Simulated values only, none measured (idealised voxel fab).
The process module presented herein is designated voxel self aligned contacts.
In the cross-section labelled cut, the width is 150 nm and each square cell is 5 nm.
A cross-section is written here as square cells arranged in a grid, and it is given in bands from the top down, each band taking up one or more rows of cells. What a band's entry tells you: where the top is and where the bottom is, as heights in nm, and after that what lies inside, material by material from left to right, each with its width in nm. Empty space is written as the word "empty", and a single material marked with the word "full width" occupies the band from edge to edge. Heights are reckoned from 0. Under this level, the received wafer is all of one material. The bottommost band is open-ended downward, for example "from 0 down". The expression "30->40" gives the width at the extremes of the band, the first number at its top row of cells and the second at its bottom row, with the width changing by equal amounts from each row to the next in between. Key: "nothing altered" - step with no changed cell in the cross-section. "Unvented voids" contains a list of empty spaces, each no smaller than 8 cells and without an open way to the top, written in the form width x height at distance with the distance from the left edge and all three in nm. Read whatever lies past the settings on a step's line as the simulator's own remark about the step. overlay nm: on a step with a mask, how far right of its planned place the mask lay; negative means left.

**Below is the list of planned process steps**
1) RECEIVE with material Si
2) OXIDIZE with depth nm 5
3) DIRECTIONAL_DEP with material polySi, thk nm 20
4) DIRECTIONAL_DEP with material SiN, thk nm 20
5) MASKED_ETCH with tone cover, mask id GATE, width nm 35, pitch nm 80, etch materials SiN, depth nm 20, overlay nm 0
6) MASKED_ETCH with tone cover, mask id GATE, width nm 35, pitch nm 80, etch materials polySi, depth nm 20, overlay nm 0
7) CONFORMAL_DEP with material SiN, thk nm 10
8) DIRECTIONAL_ETCH with etch materials SiN, depth nm 10
9) FILL_DEP with material SiO2, thk nm 10
10) CMP with height nm 45
11) DIRECTIONAL_DEP with material aC, thk nm 10
12) PATTERN with tone open, mask id CONTACT, material resist, width nm 65, thk nm 30, overlay nm 0
13) DIRECTIONAL_ETCH with etch materials aC, depth nm 10
14) STRIP with etch materials resist
15) DIRECTIONAL_ETCH with etch materials SiO2, depth nm 50
16) STRIP with etch materials aC
17) CONFORMAL_DEP with material TiN, thk nm 5
18) FILL_DEP with material W, thk nm 10
19) CMP with height nm 45
20) CONFORMAL_DEP with material SiN, thk nm 5

**Cross-sectional view of the wafer in its as-received condition, corresponding to the state after step 1**
from 0 down = Si full width
Unvented voids: none

**The first of two wafers, cross-sectioned at the end of the module, with the run proceeding as planned**
from 50 to 45 = SiN full width
from 45 to 40 = SiO2=40, then TiN=25, then W=15, then TiN=25, then SiO2=45
from 40 to 20 = SiO2=5, then SiN=55, then TiN=5, then W=15, then TiN=5, then SiN=55, then SiO2=10
from 20 to 0 = SiO2=5, then SiN=10, then polySi=35, then SiN=10, then TiN=5, then W=15, then TiN=5, then SiN=10, then polySi=35, then SiN=10, then SiO2=10
from 0 to -5 = SiO2=60, then TiN=25, then SiO2=65
from -5 down = Si full width
Unvented voids: none

**Here's the second of our two wafers sectioned at module end. Same start as the first, same plan, but one mistake got made running it**
from 50 to 45 = SiN full width
from 45 to 40 = SiO2=5, then SiN=55, then TiN=25, then SiN=55, then SiO2=10
from 40 to 20 = SiN full width
from 20 to 0 = polySi full width
from 0 to -5 = SiO2 full width
from -5 down = Si full width
Unvented voids: none
What broke from the plan during processing? regarding the plan, step 4 was run twice
In the final state, the cell counts of the second wafer exceed or fall short of those of the first for the following materials: +22 SiN, -33 SiO2, -26 TiN, -27 W, +64 polySi
